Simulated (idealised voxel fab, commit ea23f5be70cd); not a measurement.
You're looking at the process module voxel transistor to metal.
Section cut is 150 nm wide and gridded with 5 nm square cells.
Cross-section format: a grid of square cells, given as bands from top to bottom; each band is one or more rows of cells. First you get the band's top height and its bottom height, in nm, and then the materials it's made of, left to right, with each width in nm. If you see a single material with "full width", that one covers the band edge to edge. "air" is empty space. Heights are reckoned from 0. Under this level, the received wafer is all of one material. The bottommost band is open-ended downward, for example "0 down". Width: "30..40" (first number = top row, second number = bottom row, same change from row to row of cells). "nothing changed" for a step: no cell of the cross-section changed in that step. Reported under the label "Closed void inventory" are the empty spaces having no open way to the top and comprising 8 cells or more; the notation for each is width x height at distance, in which the distance is measured from the left edge and all three values are in nm. Anything after a step's settings on that line? It's the simulator's own note about the step. The optional step-line setting "overlay nm" applies to steps with a mask and quantifies how far to the right of its planned location the mask lay, a negative value indicating leftward placement.

Listed below are the process steps as planned:
1 RECEIVE: material Si
2 CONFORMAL_DEP: material SiO2, thk nm 5
3 CONFORMAL_DEP: material SiN, thk nm 15
4 DIRECTIONAL_DEP: material aC, thk nm 10
5 PATTERN: tone cover, mask id ACTIVE, material resist, width nm 105, thk nm 30, overlay nm -5
6 DIRECTIONAL_ETCH: etch materials aC, depth nm 10
7 STRIP: etch materials resist
8 DIRECTIONAL_ETCH: etch materials SiN, depth nm 15
9 DIRECTIONAL_ETCH: etch materials SiO2, depth nm 5
10 DIRECTIONAL_ETCH: etch materials Si, depth nm 35
11 STRIP: etch materials aC
12 OXIDIZE: depth nm 5
13 FILL_DEP: material SiO2, thk nm 5
14 CMP: height nm 20
15 SELECTIVE_ETCH: etch materials SiO2, depth nm 5
16 STRIP: etch materials SiN
17 SELECTIVE_ETCH: etch materials SiO2, depth nm 5
18 OXIDIZE: depth nm 5
19 DIRECTIONAL_DEP: material polySi, thk nm 20
20 DIRECTIONAL_DEP: material SiCN, thk nm 15
21 MASKED_ETCH: tone cover, mask id GATE, width nm 25, etch materials SiCN, depth nm 25, overlay nm 0
22 MASKED_ETCH: tone cover, mask id GATE, width nm 25, etch materials polySi, depth nm 30, overlay nm 0
23 CONFORMAL_DEP: material SiO2, thk nm 5
24 DIRECTIONAL_ETCH: etch materials SiO2, depth nm 5
25 CONFORMAL_DEP: material SiN, thk nm 5
26 DIRECTIONAL_ETCH: etch materials SiN, depth nm 5
27 DIRECTIONAL_ETCH: etch materials SiO2, depth nm 5
28 DIRECTIONAL_ETCH: etch materials Si, depth nm 10
29 EPI: material pSi, thk nm 15
30 FILL_DEP: material SiO2, thk nm 10
31 CMP: height nm 35
32 DIRECTIONAL_DEP: material SiO2, thk nm 10
33 PATTERN: tone open, mask id CONTACT, material resist, width nm 30, pitch nm 65, thk nm 15, overlay nm 0
34 DIRECTIONAL_ETCH: etch materials SiO2, depth nm 45
35 STRIP: etch materials resist
36 CONFORMAL_DEP: material TiN, thk nm 5
37 FILL_DEP: material W, thk nm 5
38 CMP: height nm 45
39 DIRECTIONAL_DEP: material TiN, thk nm 5
40 DIRECTIONAL_DEP: material W, thk nm 15
41 PATTERN: tone cover, mask id METAL_1, material resist, width nm 20, pitch nm 75, thk nm 20, overlay nm 0
42 DIRECTIONAL_ETCH: etch materials W, depth nm 15
43 DIRECTIONAL_ETCH: etch materials TiN, depth nm 5
44 STRIP: etch materials resist
45 FILL_DEP: material lowk, thk nm 10
46 CMP: height nm 65
47 CONFORMAL_DEP: material SiCN, thk nm 5
What sets these wafers apart? The overlay nm at step 5. They all start alike, and the plan carries the first wafer's value.

Sectional view: first of several wafers, as received, after step 1:
> 0 down  Si full width
> Closed void inventory: none

First of several wafers, sectioned at end of module (last step: step 47):
> 70 to 65  SiCN full width
> 65 to 50  lowk (25), then W (20), then lowk (55), then W (20), then lowk (30)
> 50 to 45  lowk (25), then TiN (20), then lowk (55), then TiN (20), then lowk (30)
> 45 to 35  SiO2 (25), then TiN (5), then W (20..15), then TiN (5..10), then SiO2 (35), then TiN (5..10), then W (20..15), then TiN (5), then SiO2 (30)
> 35 to 20  SiO2 (25), then TiN (5), then W (15), then TiN (5), then SiN (5), then SiO2 (5), then SiCN (25), then SiO2 (5), then SiN (5), then TiN (5), then W (15), then TiN (5), then SiO2 (30)
> 20 to 15  SiO2 (25), then TiN (5), then W (15), then TiN (5), then SiN (5), then SiO2 (5), then polySi (25), then SiO2 (5), then SiN (5), then TiN (5), then W (15), then TiN (5), then SiO2 (30)
> 15 to 10  SiO2 (25), then TiN (25), then SiN (5), then SiO2 (5), then polySi (25), then SiO2 (5), then SiN (5), then TiN (25), then SiO2 (30)
> 10 to 0  SiO2 (15), then SiN (5), then SiO2 (5), then TiN (10), then pSi (15), then SiN (5), then SiO2 (5), then polySi (25), then SiO2 (5), then SiN (5), then pSi (15), then TiN (5), then SiN (5), then SiO2 (30)
> 0 to -5  SiO2 (20), then pSi (30), then SiO2 (45), then pSi (20), then SiO2 (35)
> -5 to -15  SiO2 (20), then pSi (30), then Si (45), then pSi (20), then SiO2 (35)
> -15 to -40  SiO2 (20), then Si (95), then SiO2 (35)
> -40 down  Si full width
> Closed void inventory: none

Last wafer of the set, cross-sectioned at end of module:
> 70 to 65  SiCN full width
> 65 to 50  lowk (25), then W (20), then lowk (55), then W (20), then lowk (30)
> 50 to 45  lowk (25), then TiN (20), then lowk (55), then TiN (20), then lowk (30)
> 45 to 35  SiO2 (25), then TiN (5), then W (20..15), then TiN (5..10), then SiO2 (35), then TiN (5..10), then W (20..15), then TiN (5), then SiO2 (30)
> 35 to 20  SiO2 (25), then TiN (5), then W (15), then TiN (5), then SiN (5), then SiO2 (5), then SiCN (25), then SiO2 (5), then SiN (5), then TiN (5), then W (15), then TiN (5), then SiO2 (30)
> 20 to 15  SiO2 (25), then TiN (5), then W (15), then TiN (5), then SiN (5), then SiO2 (5), then polySi (25), then SiO2 (5), then SiN (5), then TiN (5), then W (15), then TiN (5), then SiO2 (30)
> 15 to 10  SiO2 (25), then TiN (25), then SiN (5), then SiO2 (5), then polySi (25), then SiO2 (5), then SiN (5), then TiN (25), then SiO2 (30)
> 10 to 0  SiO2 (25), then TiN (5), then SiN (5), then pSi (15), then SiN (5), then SiO2 (5), then polySi (25), then SiO2 (5), then SiN (5), then pSi (15), then TiN (10), then SiO2 (10), then SiN (5), then SiO2 (15)
> 0 to -5  SiO2 (35), then pSi (15), then SiO2 (45), then pSi (35), then SiO2 (20)
> -5 to -15  SiO2 (35), then pSi (15), then Si (45), then pSi (35), then SiO2 (20)
> -15 to -40  SiO2 (35), then Si (95), then SiO2 (20)
> -40 down  Si full width
> Closed void inventory: none

Row per wafer, end-of-module: cell gain (+)/loss (-) by material since the wafer came in, then closed voids:
overlay nm -5 | -127 Si | +45 SiCN | +18 SiN | +222 SiO2 | +50 TiN | +62 W | +88 lowk | +42 pSi | +20 polySi | Closed void inventory: none
overlay nm 0 | -127 Si | +45 SiCN | +18 SiN | +220 SiO2 | +52 TiN | +62 W | +88 lowk | +42 pSi | +20 polySi | Closed void inventory: none
overlay nm 5 | -127 Si | +45 SiCN | +18 SiN | +222 SiO2 | +50 TiN | +62 W | +88 lowk | +42 pSi | +20 polySi | Closed void inventory: none
overlay nm 10 | -127 Si | +45 SiCN | +18 SiN | +222 SiO2 | +50 TiN | +62 W | +88 lowk | +42 pSi | +20 polySi | Closed void inventory: none
